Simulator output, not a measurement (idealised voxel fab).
process module | voxel released beams
Cross-section cut: width 230 nm, square cells of 5 nm.
If you're reading a cross-section in this doc, picture square cells in a grid; it comes to you as bands, top ones listed first down to the bottom, and a band can be one or more rows of cells.
For a band, the entry starts with two heights in nm, that of the top and then that of the bottom, and carries on with the band's materials in order from left to right, each alongside its width in nm; the word "all across" beside a single material means it fills the band edge to edge, and "empty" means empty space.
Note: height 0 marks the level under which the wafer is uniformly one material as received. Lowest band unbounded below, written "0 and below".
A two-number width, for instance "30..40", indicates that the width is equal to the first number in the top row of the band and to the second number in the bottom row, and that it changes by a constant amount per row of cells.
The cross-section has no changed cell in any step marked "nothing was modified".
The entry titled "Closed cavities" provides the empty spaces that have no open way to the top, restricted to those of 8 cells or more. Each is presented as width x height at distance, the distance being measured from the left edge, with all three in nm.
It should be noted that, on the line of a given step, the content following the step's settings is a remark produced by the simulator itself with respect to that step.
Among the settings permitted on a step's line is "overlay nm"; applied to a step with a mask, it specifies the extent to which the mask lay to the right of its planned position, whereas a negative figure signifies a position to the left.

## The following list gives the planned process steps
1 RECEIVE [material Si]
2 CONFORMAL_DEP [material SiN] [thk nm 10]
3 DIRECTIONAL_DEP [material SiO2] [thk nm 10]
4 PATTERN [tone open] [mask id ANCHOR] [material resist] [width nm 40] [thk nm 15] [overlay nm 0]
5 DIRECTIONAL_ETCH [etch materials SiO2] [depth nm 10]
6 STRIP [etch materials resist]
7 CONFORMAL_DEP [material polySi] [thk nm 15]
8 MASKED_ETCH [tone cover] [mask id BEAM] [width nm 100] [etch materials polySi] [depth nm 15] [overlay nm 0]
9 STRIP [etch materials SiO2]

## Cross-section of the wafer at receipt, which is the condition after step 1
0 and below | Si all across
Closed cavities: none

## One mistake in running the module, otherwise start and plan as above: cross-section at the end
30 down to 20 | 60 empty, then 20 polySi, then 10 empty, then 70 polySi, then 70 empty
20 down to 15 | 60 empty, then 100 polySi, then 70 empty
15 down to 5 | 65 empty, then 40 polySi, then 125 empty
5 down to 0 | SiN all across
0 and below | Si all across
Closed cavities: none
Deviation from plan: step 2 was run on a setting that differed from the plan, and what really ran there is CONFORMAL_DEP [material SiN] [thk nm 5]
